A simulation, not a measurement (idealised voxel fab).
Process module name: voxel gate over fins
The width of the displayed cross-section, cut, is 165 nm; its cells are square, with a size of 5 nm.
How to read a cross-section here: the picture is a grid of square cells, written as bands going from the top down, and any band can span one or more rows of cells. Band entry format. Leading values: height of top, height of bottom, nm. Remainder: materials in left-to-right order, each with its width in nm. Special words: "edge to edge" on a single material, which then fills the band edge to edge; "empty", empty space. Beneath 0, the wafer as received is one material, and that level is where height counting begins. The lowest band goes on downward without a bottom; it is written like "0 -> down". The two numbers in a width such as "30..40" mark its ends across the band: the first belongs to the top row of cells, the second to the bottom row, and from each row to the next the width moves by the same amount. "stayed the same" (step): cross-section cells unchanged, all of them. Any empty space of 8 cells or more lacking an open way to the top shows up in "Closed void list" as width x height at distance, distance from the left edge, in nm. Where a step's line continues beyond its settings, the continuation is a remark by the simulator itself on that step. The "overlay nm" setting may appear on a step's line; for a step that uses a mask, it gives how far to the right of its planned position the mask lay, and a negative value indicates the left.

Intended process steps
1. RECEIVE: material Si
2. CONFORMAL_DEP: material SiN, thk nm 5
3. PATTERN: tone cover, mask id FINS, material resist, width nm 15, pitch nm 45, thk nm 20, overlay nm 0
4. DIRECTIONAL_ETCH: etch materials SiN, depth nm 5
5. DIRECTIONAL_ETCH: etch materials Si, depth nm 30
6. STRIP: etch materials resist
7. FILL_DEP: material SiO2, thk nm 15
8. CMP: height nm 5
9. SELECTIVE_ETCH: etch materials SiO2, depth nm 20
10. STRIP: etch materials SiN
11. CONFORMAL_DEP: material HfO2, thk nm 5
12. CONFORMAL_DEP: material TiN, thk nm 5
13. CONFORMAL_DEP: material TiAl, thk nm 5
14. CONFORMAL_DEP: material TiN, thk nm 5
15. FILL_DEP: material W, thk nm 10
16. CMP: height nm 25
17. CONFORMAL_DEP: material SiCN, thk nm 10
The plan shows the thk nm of step 2 as the first wafer had it; this setting differs between the wafers, which start out alike.

The first of several wafers in cross-section, exactly as it reached us after step 1
- 0 -> down | Si edge to edge
- Closed void list: none

Quick key for the table: a row per wafer, taken at the end of the module. For each material it tells you how many cells the wafer gained (+) or lost (-) since it came in, and the closed voids come after
thk nm 5 | +45 HfO2 | -162 Si | +66 SiCN | +81 SiO2 | +45 TiAl | +84 TiN | +72 W | Closed void list: none
thk nm 10 | +33 HfO2 | +66 SiCN | +33 TiAl | +66 TiN | +33 W | Closed void list: none
thk nm 15 | +33 HfO2 | +66 SiCN | +33 TiAl | +66 TiN | +33 W | Closed void list: none
thk nm 20 | +33 HfO2 | +66 SiCN | +33 TiAl | +66 TiN | +33 W | Closed void list: none
